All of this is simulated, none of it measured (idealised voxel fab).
Process module under the name voxel wiring stack
Square cell edge 5 nm, section width 165 nm, ID cut.
This document writes a cross-section as a grid whose cells are square, and gives it as bands, listed from the top down; one or more rows of cells form a band. First you get the band's top height and its bottom height, in nm, and then the materials it's made of, left to right, with each width in nm. If you see a single material with "throughout", that one covers the band edge to edge. "blank" is empty space. Zero point of the height axis is 0; under it, received wafer = one material. Lowest band: continues down indefinitely, "0..down". Read "30->40" as a graded width: first number on top, second number at the bottom, same change between each pair of neighbouring rows. Key: "remained unchanged" - step with no changed cell in the cross-section. In "Closed void roster" the enclosed voids are listed, meaning empty spaces of 8 cells or larger without any opening to the top. The form is width x height at distance, distance from the left edge, units nm. If you see something after the settings on a step's line, that's the simulator's own remark about that step. "overlay nm" answers the question of how far to the right of plan the mask lay on a step that has a mask, and when it is negative the answer is to the left.
**Below is the list of planned process steps**
1) RECEIVE | material Si
2) CONFORMAL_DEP | material SiO2 | thk nm 15
3) DIRECTIONAL_DEP | material TiN | thk nm 5
4) DIRECTIONAL_DEP | material Ru | thk nm 15
5) MASKED_ETCH | tone cover | mask id METAL_1 | width nm 25 | pitch nm 50 | etch materials Ru | depth nm 15 | overlay nm 0
6) MASKED_ETCH | tone cover | mask id METAL_1 | width nm 25 | pitch nm 50 | etch materials TiN | depth nm 5 | overlay nm 0
7) CONFORMAL_DEP | material SiCN | thk nm 5
8) FILL_DEP | material SiO2 | thk nm 10
9) CMP | height nm 35
10) CONFORMAL_DEP | material SiCN | thk nm 5
11) DIRECTIONAL_DEP | material SiO2 | thk nm 30
12) MASKED_ETCH | tone open | mask id METAL_2 | width nm 25 | pitch nm 50 | etch materials SiO2 | depth nm 15 | overlay nm 0
13) MASKED_ETCH | tone open | mask id METAL_2_HOLES | width nm 15 | etch materials SiO2 | depth nm 15 | overlay nm 0
14) MASKED_ETCH | tone open | mask id METAL_2_HOLES | width nm 15 | etch materials SiCN | depth nm 5 | overlay nm 0
15) CONFORMAL_DEP | material TiN | thk nm 5
16) FILL_DEP | material Cu | thk nm 5
17) CMP | height nm 70
18) CONFORMAL_DEP | material SiCN | thk nm 5
**Cross-section: wafer on arrival = after step 1**
	0..down: Si throughout
	Closed void roster: none
**Run as planned - first of the two wafers cross-sectioned at the end of the module**
	75..70: SiCN throughout
	70..60: SiO2 45 | TiN 5 | Cu 15 | TiN 5 | SiO2 25 | TiN 5 | Cu 15 | TiN 5 | SiO2 45
	60..55: SiO2 45 | TiN 5 | Cu 5 | TiN 15 | SiO2 25 | TiN 25 | SiO2 45
	55..40: SiO2 45 | TiN 5 | Cu 5 | TiN 5 | SiO2 105
	40..35: SiCN 45 | TiN 15 | SiCN 105
	35..20: SiO2 40 | SiCN 5 | Ru 25 | SiCN 5 | SiO2 15 | SiCN 5 | Ru 25 | SiCN 5 | SiO2 40
	20..15: SiCN 45 | TiN 25 | SiCN 25 | TiN 25 | SiCN 45
	15..0: SiO2 throughout
	0..down: Si throughout
	Closed void roster: none
**Module end: cross-section of wafer two of two. Same start and process plan as the first wafer. One mistake during execution**
	75..70: SiCN throughout
	70..60: SiO2 45 | TiN 5 | SiO2 15 | TiN 5 | SiO2 25 | TiN 5 | SiO2 15 | TiN 5 | SiO2 45
	60..55: SiO2 45 | TiN 5 | SiO2 5 | TiN 15 | SiO2 25 | TiN 25 | SiO2 45
	55..40: SiO2 45 | TiN 5 | SiO2 5 | TiN 5 | SiO2 105
	40..35: SiCN 45 | TiN 15 | SiCN 105
	35..20: SiO2 40 | SiCN 5 | Ru 25 | SiCN 5 | SiO2 15 | SiCN 5 | Ru 25 | SiCN 5 | SiO2 40
	20..15: SiCN 45 | TiN 25 | SiCN 25 | TiN 25 | SiCN 45
	15..0: SiO2 throughout
	0..down: Si throughout
	Closed void roster: none
what went wrong: step 16 did not use the planned setting and instead ran as FILL_DEP | material SiO2 | thk nm 5
Materials where the second wafer ends with more or fewer cells than the first: -16 Cu, +16 SiO2
